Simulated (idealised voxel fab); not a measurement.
The following is a process module called voxel gate over fins.
In the cross-section labelled cut, the width is 185 nm and each square cell is 5 nm.
This document writes a cross-section as a grid whose cells are square, and gives it as bands, listed from the top down; one or more rows of cells form a band. Within each band entry, the heights of the top and of the bottom of the band appear first, in that order and in nm; the materials of the band then follow from left to right, each with its corresponding width in nm. The designation "everywhere" on a single material indicates that it fills the band from edge to edge; the designation "air" indicates empty space. Where do heights start? At 0: under that level the wafer as delivered is made of one material only. And the lowest band has no floor; it just carries on downward, as in "from 0 down". The two numbers in a width such as "30..40" mark its ends across the band: the first belongs to the top row of cells, the second to the bottom row, and from each row to the next the width moves by the same amount. "no modifications" -> step changed no cross-section cell. The label "Sealed internal cavities" introduces a list of the empty spaces, 8 cells or larger, that have no open way up to the top; each entry in it reads width x height at distance, where the distance is taken from the left edge and all three are stated in nm. Post-settings text on a step line: simulator's own remark regarding the step. overlay nm: on a step with a mask, how far right of its planned place the mask lay; negative means left.

PLANNED STEP LIST FOR THE PROCESS
step 1: op RECEIVE | material Si
step 2: op CONFORMAL_DEP | material SiN | thk nm 10
step 3: op PATTERN | tone cover | mask id FINS | material resist | width nm 15 | pitch nm 45 | thk nm 15 | overlay nm 0
step 4: op DIRECTIONAL_ETCH | etch materials SiN | depth nm 10
step 5: op DIRECTIONAL_ETCH | etch materials Si | depth nm 35
step 6: op STRIP | etch materials resist
step 7: op OXIDIZE | depth nm 5
step 8: op FILL_DEP | material SiO2 | thk nm 5
step 9: op CMP | height nm 10
step 10: op SELECTIVE_ETCH | etch materials SiO2 | depth nm 25
step 11: op STRIP | etch materials SiN
step 12: op CONFORMAL_DEP | material HfO2 | thk nm 5
step 13: op CONFORMAL_DEP | material TiN | thk nm 5
step 14: op FILL_DEP | material W | thk nm 10
step 15: op CMP | height nm 15
step 16: op CONFORMAL_DEP | material SiCN | thk nm 5

SHOWN IN CROSS-SECTION IS THE WAFER AS RECEIVED, THAT IS, AS IT STANDS AFTER STEP 1
> from 0 down | Si everywhere
> Sealed internal cavities: none

HERE'S THE WAFER CUT IN CROSS-SECTION AFTER THE MODULE, STARTED AND PLANNED JUST LIKE ABOVE, EXCEPT ONE THING WAS DONE WRONG IN THE RUN
> from 20 to 15 | SiCN everywhere
> from 15 to 10 | W everywhere
> from 10 to 5 | W 50 nm / TiN 35 nm / W 10 nm / TiN 35 nm / W 55 nm
> from 5 to 0 | W 50 nm / TiN 5 nm / HfO2 25 nm / TiN 5 nm / W 10 nm / TiN 5 nm / HfO2 25 nm / TiN 5 nm / W 55 nm
> from 0 to -5 | W 50 nm / TiN 5 nm / HfO2 5 nm / Si 15 nm / HfO2 5 nm / TiN 5 nm / W 10 nm / TiN 5 nm / HfO2 5 nm / Si 15 nm / HfO2 5 nm / TiN 5 nm / W 55 nm
> from -5 to -10 | TiN 55 nm / HfO2 5 nm / Si 15 nm / HfO2 5 nm / TiN 20 nm / HfO2 5 nm / Si 15 nm / HfO2 5 nm / TiN 60 nm
> from -10 to -15 | HfO2 60 nm / Si 15 nm / HfO2 30 nm / Si 15 nm / HfO2 65 nm
> from -15 to -40 | SiO2 60 nm / Si 15 nm / SiO2 30 nm / Si 15 nm / SiO2 65 nm
> from -40 down | Si everywhere
> Sealed internal cavities: none
Against the plan, the run slipped here: rather than as planned, step 3 actually ran as op PATTERN | tone cover | mask id FINS | material resist | width nm 25 | pitch nm 45 | thk nm 15 | overlay nm 0
